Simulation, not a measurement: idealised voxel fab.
The name of this process module is voxel fin reveal.
Cross-sectional view cut (width: 210 nm; square cell size: 5 nm).
In this document a cross-section is written as a grid of square cells. It is given as a series of bands, listed from the top down, and a band is one or more rows of cells. Look at the band entry: it leads with the top's height and the bottom's height in nm. Then it lists the materials left to right, with a width in nm for each. The word "everywhere" on a single material says that material fills the band edge to edge. The word "blank" is empty space. Height 0 is the level under which the wafer as received is all one material. The lowest band goes on downwards, as in "0 nm and below". The width entry "30 to 40" should be interpreted row by row: the top row of cells in the band takes the first number, the bottom row takes the second number, and the change between adjacent rows is uniform throughout. You'll sometimes find "nothing was modified" written for a step, and that's the way of saying that nowhere in the cross-section did a cell change during that step. Empty spaces counting at least 8 cells and having no open way to the top are listed in "Voids lacking openings". The notation width x height at distance is used for each, the distance being from the left edge and all three values in nm. Read whatever lies past the settings on a step's line as the simulator's own remark about the step. overlay nm: mask offset rightward from planned place, masked step; negative means leftward offset.
LISTED BELOW ARE THE PROCESS STEPS AS PLANNED
1: RECEIVE,material Si
2: CONFORMAL_DEP,material SiN,thk nm 10
3: PATTERN,tone cover,mask id FINS,material resist,width nm 15,pitch nm 40,thk nm 20,overlay nm 0
4: DIRECTIONAL_ETCH,etch materials SiN,depth nm 10
5: DIRECTIONAL_ETCH,etch materials Si,depth nm 40
6: STRIP,etch materials resist
7: OXIDIZE,depth nm 5
8: FILL_DEP,material SiO2,thk nm 5
9: CMP,height nm 10
10: SELECTIVE_ETCH,etch materials SiO2,depth nm 20
11: STRIP,etch materials SiN
12: CONFORMAL_DEP,material HfO2,thk nm 5
DELIVERED WAFER IN CROSS-SECTION: STATE AFTER STEP 1
* 0 nm and below = Si everywhere
* Voids lacking openings: none
CROSS-SECTION, FIRST OF TWO WAFERS, END OF MODULE, RUN AS PLANNED
* 5 nm to 0 nm = 55 of blank  15 of HfO2  25 of blank  15 of HfO2  25 of blank  15 of HfO2  60 of blank
* 0 nm to -5 nm = 55 of blank  5 of HfO2  5 of Si  5 of HfO2  25 of blank  5 of HfO2  5 of Si  5 of HfO2  25 of blank  5 of HfO2  5 of Si  5 of HfO2  60 of blank
* -5 nm to -10 nm = 60 of HfO2  5 of Si  35 of HfO2  5 of Si  35 of HfO2  5 of Si  65 of HfO2
* -10 nm to -45 nm = 60 of SiO2  5 of Si  35 of SiO2  5 of Si  35 of SiO2  5 of Si  65 of SiO2
* -45 nm and below = Si everywhere
* Voids lacking openings: none
SECOND OF TWO WAFERS, MODULE COMPLETE, SECTIONED: IT SHARES THE FIRST WAFER'S START AND PLAN BUT WAS RUN WITH ONE MISTAKE
* 15 nm to 10 nm = 50 of blank  25 of HfO2  15 of blank  25 of HfO2  15 of blank  25 of HfO2  55 of blank
* 10 nm to 0 nm = 50 of blank  5 of HfO2  15 of SiN  5 of HfO2  15 of blank  5 of HfO2  15 of SiN  5 of HfO2  15 of blank  5 of HfO2  15 of SiN  5 of HfO2  55 of blank
* 0 nm to -5 nm = 50 of blank  10 of HfO2  5 of Si  10 of HfO2  15 of blank  10 of HfO2  5 of Si  10 of HfO2  15 of blank  10 of HfO2  5 of Si  10 of HfO2  55 of blank
* -5 nm to -40 nm = 55 of blank  5 of HfO2  5 of Si  5 of HfO2  25 of blank  5 of HfO2  5 of Si  5 of HfO2  25 of blank  5 of HfO2  5 of Si  5 of HfO2  60 of blank
* -40 nm to -45 nm = 60 of HfO2  5 of Si  35 of HfO2  5 of Si  35 of HfO2  5 of Si  65 of HfO2
* -45 nm and below = Si everywhere
* Voids lacking openings: none
In executing the process, a mistake was made relative to the plan: so step 11 ended up running with a different setting than we planned, it ran as STRIP,etch materials SiO2
Upon completion, the second wafer contains, in terms of cells, a greater or smaller amount of certain materials than the first wafer: +66 HfO2; +18 SiN; -273 SiO2
